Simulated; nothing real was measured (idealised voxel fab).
The process module that follows is named voxel capacitor over wiring.
Section cut is 200 nm wide and gridded with 5 nm square cells.
A cross-section is written here as square cells arranged in a grid, and it is given in bands from the top down, each band taking up one or more rows of cells.
Read a band's entry like this: the first values are the height of its top and the height of its bottom in nm, and what follows is the sequence of materials from left to right, each with its width in nm. Note that "empty" is empty space, and that a single material marked "full width" reaches across the band from edge to edge.
Height datum 0, below which the as-received substrate wafer is one material. Lowest band open at the bottom, running downward: "from 0 down".
Top row gets the first number, bottom row gets the second, and each row in between changes by the same step: that is how a band width like "30 to 40" works.
"same as before" means the step left every cell of the cross-section as it was.
The entry titled "Fully enclosed voids" provides the empty spaces that have no open way to the top, restricted to those of 8 cells or more. Each is presented as width x height at distance, the distance being measured from the left edge, with all three in nm.
Text after the settings on a step's line: the simulator's own remark on that step.
overlay nm: for a step with a mask, the amount by which the mask lay right of where it was planned; a negative amount means left of it.
List of planned process steps
1,RECEIVE, material Si
2,CONFORMAL_DEP, material SiO2, thk nm 15
3,CONFORMAL_DEP, material SiCN, thk nm 5
4,DIRECTIONAL_DEP, material SiO2, thk nm 20
5,DIRECTIONAL_DEP, material aC, thk nm 15
6,PATTERN, tone open, mask id METAL_1, material resist, width nm 25, pitch nm 90, thk nm 35, overlay nm 0
7,DIRECTIONAL_ETCH, etch materials aC, depth nm 15
8,STRIP, etch materials resist
9,DIRECTIONAL_ETCH, etch materials SiO2, depth nm 20
10,DIRECTIONAL_ETCH, etch materials SiCN, depth nm 5
11,STRIP, etch materials aC
12,CONFORMAL_DEP, material TiN, thk nm 5
13,FILL_DEP, material Cu, thk nm 10
14,CMP, height nm 40
15,EPI, material Ru, thk nm 5
16,FILL_DEP, material SiCN, thk nm 5
17,DIRECTIONAL_DEP, material lowk, thk nm 10
18,PATTERN, tone open, mask id PLUG_1, material resist, width nm 15, thk nm 20, overlay nm 0
19,DIRECTIONAL_ETCH, etch materials lowk, depth nm 10
20,DIRECTIONAL_ETCH, etch materials SiCN, depth nm 5
21,STRIP, etch materials resist
22,EPI, material Ru, thk nm 10
23,EPI, material Ru, thk nm 5
24,DIRECTIONAL_DEP, material TiN, thk nm 10
25,DIRECTIONAL_DEP, material HfO2, thk nm 5
26,DIRECTIONAL_DEP, material TiN, thk nm 5
27,DIRECTIONAL_DEP, material aC, thk nm 10
28,PATTERN, tone cover, mask id UPPER_PLATE, material resist, width nm 70, thk nm 25, overlay nm 0
29,DIRECTIONAL_ETCH, etch materials aC, depth nm 10
30,STRIP, etch materials resist
31,DIRECTIONAL_ETCH, etch materials TiN, depth nm 5
32,DIRECTIONAL_ETCH, etch materials HfO2, depth nm 5
33,STRIP, etch materials aC
34,PATTERN, tone cover, mask id LOWER_PLATE, material resist, width nm 80, thk nm 15, overlay nm 0
35,DIRECTIONAL_ETCH, etch materials TiN, depth nm 10
36,STRIP, etch materials resist
37,FILL_DEP, material SiO2, thk nm 20
38,CMP, height nm 95
39,DIRECTIONAL_DEP, material aC, thk nm 15
40,PATTERN, tone open, mask id PLUG_2, material resist, width nm 15, thk nm 30, overlay nm 0
41,DIRECTIONAL_ETCH, etch materials aC, depth nm 15
42,STRIP, etch materials resist
43,DIRECTIONAL_ETCH, etch materials SiO2, depth nm 15
44,STRIP, etch materials aC
45,CONFORMAL_DEP, material TiN, thk nm 5
46,FILL_DEP, material Ru, thk nm 5
47,CMP, height nm 95
48,CONFORMAL_DEP, material SiCN, thk nm 5
The first of a set of two wafers, run to plan
As-received state of the wafer in cross-section, equivalent to post-step 1
from 0 down: Si full width
Fully enclosed voids: none
Cross-section of the wafer subsequent to step 2
from 15 to 0: SiO2 full width
Below 0 it's all the same as before, nothing changed down there.
Cross-section of the wafer subsequent to step 3
from 20 to 15: SiCN full width
Below 15 it's all the same as before, nothing changed down there.
Cross-section of the wafer subsequent to step 4
from 40 to 20: SiO2 full width
Below 20 it's all the same as before, nothing changed down there.
Cross-section of the wafer subsequent to step 5
from 55 to 40: aC full width
Below 40 it's all the same as before, nothing changed down there.
Cross-section of the wafer subsequent to step 6
from 90 to 55: resist 40  empty 25  resist 65  empty 25  resist 45
Below 55 it's all the same as before, nothing changed down there.
Cross-section of the wafer subsequent to step 7
from 75 to 55: resist 40  empty 25  resist 65  empty 25  resist 45
from 55 to 40: aC 40  empty 25  aC 65  empty 25  aC 45
Below 40 it's all the same as before, nothing changed down there.
Cross-section of the wafer subsequent to step 8
from 55 to 40: aC 40  empty 25  aC 65  empty 25  aC 45
Below 40 it's all the same as before, nothing changed down there.
Cross-section of the wafer subsequent to step 9
from 55 to 40: aC 40  empty 25  aC 65  empty 25  aC 45
from 40 to 20: SiO2 40  empty 25  SiO2 65  empty 25  SiO2 45
Below 20 it's all the same as before, nothing changed down there.
Cross-section of the wafer subsequent to step 10
from 55 to 40: aC 40  empty 25  aC 65  empty 25  aC 45
from 40 to 20: SiO2 40  empty 25  SiO2 65  empty 25  SiO2 45
from 20 to 15: SiCN 40  empty 25  SiCN 65  empty 25  SiCN 45
Below 15 it's all the same as before, nothing changed down there.
Cross-section of the wafer subsequent to step 11
from 40 to 20: SiO2 40  empty 25  SiO2 65  empty 25  SiO2 45
Below 20 it's all the same as before, nothing changed down there.
Cross-section of the wafer subsequent to step 12
from 45 to 40: TiN 45  empty 15  TiN 75  empty 15  TiN 50
from 40 to 20: SiO2 40  TiN 5  empty 15  TiN 5  SiO2 65  TiN 5  empty 15  TiN 5  SiO2 45
from 20 to 15: SiCN 40  TiN 25  SiCN 65  TiN 25  SiCN 45
Below 15 it's all the same as before, nothing changed down there.
Cross-section of the wafer subsequent to step 13
from 55 to 45: Cu full width
from 45 to 40: TiN 45  Cu 15  TiN 75  Cu 15  TiN 50
from 40 to 20: SiO2 40  TiN 5  Cu 15  TiN 5  SiO2 65  TiN 5  Cu 15  TiN 5  SiO2 45
Below 20 it's all the same as before, nothing changed down there.
Cross-section of the wafer subsequent to step 14
from 40 to 20: SiO2 40  TiN 5  Cu 15  TiN 5  SiO2 65  TiN 5  Cu 15  TiN 5  SiO2 45
Below 20 it's all the same as before, nothing changed down there.
Cross-section of the wafer subsequent to step 15
from 45 to 40: empty 35  Ru 35  empty 55  Ru 35  empty 40
Below 40 it's all the same as before, nothing changed down there.
Cross-section of the wafer subsequent to step 16
from 50 to 45: SiCN full width
from 45 to 40: SiCN 35  Ru 35  SiCN 55  Ru 35  SiCN 40
Below 40 it's all the same as before, nothing changed down there.
Cross-section of the wafer subsequent to step 17
from 60 to 50: lowk full width
Below 50 it's all the same as before, nothing changed down there.
Cross-section of the wafer subsequent to step 18
from 80 to 60: resist 50  empty 15  resist 135
Below 60 it's all the same as before, nothing changed down there.
Cross-section of the wafer subsequent to step 19
from 80 to 60: resist 50  empty 15  resist 135
from 60 to 50: lowk 50  empty 15  lowk 135
Below 50 it's all the same as before, nothing changed down there.
Cross-section of the wafer subsequent to step 20
from 80 to 60: resist 50  empty 15  resist 135
from 60 to 50: lowk 50  empty 15  lowk 135
from 50 to 45: SiCN 50  empty 15  SiCN 135
Below 45 it's all the same as before, nothing changed down there.
Cross-section of the wafer subsequent to step 21
from 60 to 50: lowk 50  empty 15  lowk 135
Below 50 it's all the same as before, nothing changed down there.
Cross-section of the wafer subsequent to step 22
from 60 to 55: lowk 50  empty 15  lowk 135
from 55 to 50: lowk 50  Ru 15  lowk 135
from 50 to 45: SiCN 50  Ru 15  SiCN 135
Below 45 it's all the same as before, nothing changed down there.
Cross-section of the wafer subsequent to step 23
from 60 to 50: lowk 50  Ru 15  lowk 135
Below 50 it's all the same as before, nothing changed down there.
Cross-section of the wafer subsequent to step 24
from 70 to 60: TiN full width
Below 60 it's all the same as before, nothing changed down there.
Cross-section of the wafer subsequent to step 25
from 75 to 70: HfO2 full width
Below 70 it's all the same as before, nothing changed down there.
Cross-section of the wafer subsequent to step 26
from 80 to 75: TiN full width
Below 75 it's all the same as before, nothing changed down there.
Cross-section of the wafer subsequent to step 27
from 90 to 80: aC full width
Below 80 it's all the same as before, nothing changed down there.
Cross-section of the wafer subsequent to step 28
from 115 to 90: empty 50  resist 70  empty 80
Below 90 it's all the same as before, nothing changed down there.
Cross-section of the wafer subsequent to step 29
from 105 to 90: empty 50  resist 70  empty 80
from 90 to 80: empty 50  aC 70  empty 80
Below 80 it's all the same as before, nothing changed down there.
Cross-section of the wafer subsequent to step 30
from 90 to 80: empty 50  aC 70  empty 80
Below 80 it's all the same as before, nothing changed down there.
Cross-section of the wafer subsequent to step 31
from 90 to 80: empty 50  aC 70  empty 80
from 80 to 75: empty 50  TiN 70  empty 80
Below 75 it's all the same as before, nothing changed down there.
Cross-section of the wafer subsequent to step 32
from 90 to 80: empty 50  aC 70  empty 80
from 80 to 75: empty 50  TiN 70  empty 80
from 75 to 70: empty 50  HfO2 70  empty 80
Below 70 it's all the same as before, nothing changed down there.
Cross-section of the wafer subsequent to step 33
from 80 to 75: empty 50  TiN 70  empty 80
Below 75 it's all the same as before, nothing changed down there.
Cross-section of the wafer subsequent to step 34
from 95 to 80: empty 45  resist 80  empty 75
from 80 to 75: empty 45  resist 5  TiN 70  resist 5  empty 75
from 75 to 70: empty 45  resist 5  HfO2 70  resist 5  empty 75
Below 70 it's all the same as before, nothing changed down there.
Cross-section of the wafer subsequent to step 35
from 95 to 80: empty 45  resist 80  empty 75
from 80 to 75: empty 45  resist 5  TiN 70  resist 5  empty 75
from 75 to 70: empty 45  resist 5  HfO2 70  resist 5  empty 75
from 70 to 60: empty 45  TiN 80  empty 75
Below 60 it's all the same as before, nothing changed down there.
Cross-section of the wafer subsequent to step 36
from 80 to 75: empty 50  TiN 70  empty 80
from 75 to 70: empty 50  HfO2 70  empty 80
Below 70 it's all the same as before, nothing changed down there.
Cross-section of the wafer subsequent to step 37
from 100 to 80: SiO2 full width
from 80 to 75: SiO2 50  TiN 70  SiO2 80
from 75 to 70: SiO2 50  HfO2 70  SiO2 80
from 70 to 60: SiO2 45  TiN 80  SiO2 75
Below 60 it's all the same as before, nothing changed down there.
Cross-section of the wafer subsequent to step 38
from 95 to 80: SiO2 full width
Below 80 it's all the same as before, nothing changed down there.
Cross-section of the wafer subsequent to step 39
from 110 to 95: aC full width
Below 95 it's all the same as before, nothing changed down there.
Cross-section of the wafer subsequent to step 40
from 140 to 110: resist 60  empty 15  resist 125
Below 110 it's all the same as before, nothing changed down there.
Cross-section of the wafer subsequent to step 41
from 125 to 110: resist 60  empty 15  resist 125
from 110 to 95: aC 60  empty 15  aC 125
Below 95 it's all the same as before, nothing changed down there.
Cross-section of the wafer subsequent to step 42
from 110 to 95: aC 60  empty 15  aC 125
Below 95 it's all the same as before, nothing changed down there.
Cross-section of the wafer subsequent to step 43
from 110 to 95: aC 60  empty 15  aC 125
from 95 to 80: SiO2 60  empty 15  SiO2 125
Below 80 it's all the same as before, nothing changed down there.
Cross-section of the wafer subsequent to step 44
from 95 to 80: SiO2 60  empty 15  SiO2 125
Below 80 it's all the same as before, nothing changed down there.
Cross-section of the wafer subsequent to step 45
from 100 to 95: TiN 65  empty 5  TiN 130
from 95 to 85: SiO2 60  TiN 5  empty 5  TiN 5  SiO2 125
from 85 to 75: SiO2 60 to 50  TiN 15 to 70  SiO2 125 to 80
Below 75 it's all the same as before, nothing changed down there.
Cross-section of the wafer subsequent to step 46
from 105 to 100: Ru full width
from 100 to 95: TiN 65  Ru 5  TiN 130
from 95 to 85: SiO2 60  TiN 5  Ru 5  TiN 5  SiO2 125
Below 85 it's all the same as before, nothing changed down there.
Cross-section of the wafer subsequent to step 47
from 95 to 85: SiO2 60  TiN 5  Ru 5  TiN 5  SiO2 125
Below 85 it's all the same as before, nothing changed down there.
Cross-section of the wafer subsequent to step 48
from 100 to 95: SiCN full width
Below 95 it's all the same as before, nothing changed down there.
Second of two: same start, same plan, one run error; steps up to and including 33 match the first
Second wafer cross-section, taken as of the time the plan sets for step 34 to be done
from 95 to 80: empty 55  resist 80  empty 65
from 80 to 75: empty 50  TiN 70  resist 15  empty 65
from 75 to 70: empty 50  HfO2 70  resist 15  empty 65
Below 70 it's all the same as before, nothing changed down there.
Second wafer cross-section, taken as of the time the plan sets for step 35 to be done
from 95 to 80: empty 55  resist 80  empty 65
from 80 to 75: empty 55  TiN 65  resist 15  empty 65
from 75 to 70: empty 50  HfO2 70  resist 15  empty 65
from 70 to 60: empty 50  TiN 85  empty 65
Below 60 it's all the same as before, nothing changed down there.
Second wafer cross-section, taken as of the time the plan sets for step 36 to be done
from 80 to 75: empty 55  TiN 65  empty 80
from 75 to 70: empty 50  HfO2 70  empty 80
Below 70 it's all the same as before, nothing changed down there.
Second wafer cross-section, taken as of the time the plan sets for step 37 to be done
from 100 to 80: SiO2 full width
from 80 to 75: SiO2 55  TiN 65  SiO2 80
from 75 to 70: SiO2 50  HfO2 70  SiO2 80
from 70 to 60: SiO2 50  TiN 85  SiO2 65
Below 60 it's all the same as before, nothing changed down there.
Second wafer cross-section, taken as of the time the plan sets for step 38 to be done
from 95 to 80: SiO2 full width
Below 80 it's all the same as before, nothing changed down there.
Second wafer cross-section, taken as of the time the plan sets for step 39 to be done
from 110 to 95: aC full width
Below 95 it's all the same as before, nothing changed down there.
Second wafer cross-section, taken as of the time the plan sets for step 40 to be done
from 140 to 110: resist 60  empty 15  resist 125
Below 110 it's all the same as before, nothing changed down there.
Second wafer cross-section, taken as of the time the plan sets for step 41 to be done
from 125 to 110: resist 60  empty 15  resist 125
from 110 to 95: aC 60  empty 15  aC 125
Below 95 it's all the same as before, nothing changed down there.
Second wafer cross-section, taken as of the time the plan sets for step 42 to be done
from 110 to 95: aC 60  empty 15  aC 125
Below 95 it's all the same as before, nothing changed down there.
Second wafer cross-section, taken as of the time the plan sets for step 43 to be done
from 110 to 95: aC 60  empty 15  aC 125
from 95 to 80: SiO2 60  empty 15  SiO2 125
Below 80 it's all the same as before, nothing changed down there.
Second wafer cross-section, taken as of the time the plan sets for step 44 to be done
from 95 to 80: SiO2 60  empty 15  SiO2 125
Below 80 it's all the same as before, nothing changed down there.
Second wafer cross-section, taken as of the time the plan sets for step 45 to be done
from 100 to 95: TiN 65  empty 5  TiN 130
from 95 to 85: SiO2 60  TiN 5  empty 5  TiN 5  SiO2 125
from 85 to 75: SiO2 60 to 55  TiN 15 to 65  SiO2 125 to 80
Below 75 it's all the same as before, nothing changed down there.
Second wafer cross-section, taken as of the time the plan sets for step 46 to be done
from 105 to 100: Ru full width
from 100 to 95: TiN 65  Ru 5  TiN 130
from 95 to 85: SiO2 60  TiN 5  Ru 5  TiN 5  SiO2 125
Below 85 it's all the same as before, nothing changed down there.
Second wafer cross-section, taken as of the time the plan sets for step 47 to be done
from 95 to 85: SiO2 60  TiN 5  Ru 5  TiN 5  SiO2 125
Below 85 it's all the same as before, nothing changed down there.
Second wafer cross-section, taken as of the time the plan sets for step 48 to be done
from 100 to 95: SiCN full width
Below 95 it's all the same as before, nothing changed down there.
Short version of what went wrong: step 34 ran with different settings than intended, the actual operation and settings being PATTERN, tone cover, mask id LOWER_PLATE, material resist, width nm 80, thk nm 15, overlay nm 10
Looking at both finished wafers in cells, the second ends up ahead of or behind the first on some materials: -1 SiO2, +1 TiN
